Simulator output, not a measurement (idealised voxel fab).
process module | voxel self aligned vias
cross-section cut | 140 nm wide | cells 5 nm
A cross-section is a grid of square cells, given in bands from the top down. A band is one or more rows of cells.
Each band's line starts with the height of the band's top and of its bottom, in nm. Then come its materials from left to right, each with its width in nm. One material with "throughout" fills the band from edge to edge. "air" is empty space.
Height 0 is the level under which the wafer as received is all one material. The lowest band goes on downwards, as in "0 down".
A width such as "30 to 40" changes by the same amount from each row of cells to the next, from the band's top row to its bottom row.
"no change" after a step means that no cell of the cross-section changed.
closed voids: empty space of 8 cells or more with no open way to the top, each as width x height at its distance from the left edge, in nm
after a step's settings: what the simulator itself notes on the step
overlay nm, on a step with a mask: how far to the right of its planned place the mask lay; to the left if negative
plan
1 op RECEIVE | material Si
2 op CONFORMAL_DEP | material SiO2 | thk nm 15
3 op CONFORMAL_DEP | material SiCN | thk nm 5
4 op DIRECTIONAL_DEP | material SiO2 | thk nm 20
5 op MASKED_ETCH | tone open | mask id LINES | width nm 25 | pitch nm 50 | etch materials SiO2 | depth nm 20 | overlay nm 0
6 op CONFORMAL_DEP | material TiN | thk nm 5
7 op FILL_DEP | material W | thk nm 10
8 op CMP | height nm 40
9 op SELECTIVE_ETCH | etch materials W Ru TiN | depth nm 10
10 op FILL_DEP | material SiN | thk nm 5
11 op CMP | height nm 40
12 op DIRECTIONAL_DEP | material SiO2 | thk nm 15
13 op PATTERN | tone open | mask id VIAS | material resist | width nm 35 | thk nm 20 | overlay nm 0
14 op DIRECTIONAL_ETCH | etch materials SiO2 | depth nm 15
15 op DIRECTIONAL_ETCH | etch materials SiN | depth nm 10
16 op STRIP | etch materials resist
17 op CONFORMAL_DEP | material TiN | thk nm 5
18 op FILL_DEP | material Cu | thk nm 10
19 op CMP | height nm 55
20 op CONFORMAL_DEP | material SiN | thk nm 5
as received, after step 1
  0 down: Si throughout
  closed voids: none
a wafer at the end: this start, this plan, one mistake
  60 to 55: Ru throughout
  55 to 45: SiO2 25 | TiN 5 | Cu 25 | TiN 5 | SiO2 80
  45 to 40: SiO2 25 | TiN 10 | Cu 15 | TiN 10 | SiO2 80
  40 to 35: SiO2 30 | TiN 5 | Cu 15 | TiN 5 | SiO2 25 | SiN 25 | SiO2 35
  35 to 30: SiO2 30 | TiN 25 | SiO2 25 | SiN 25 | SiO2 35
  30 to 25: SiO2 30 | TiN 5 | W 15 | TiN 5 | SiO2 25 | TiN 5 | W 15 | TiN 5 | SiO2 35
  25 to 20: SiO2 30 | TiN 25 | SiO2 25 | TiN 25 | SiO2 35
  20 to 15: SiCN throughout
  15 to 0: SiO2 throughout
  0 down: Si throughout
  closed voids: none
what went wrong: step 20 ran as: op CONFORMAL_DEP | material Ru | thk nm 5
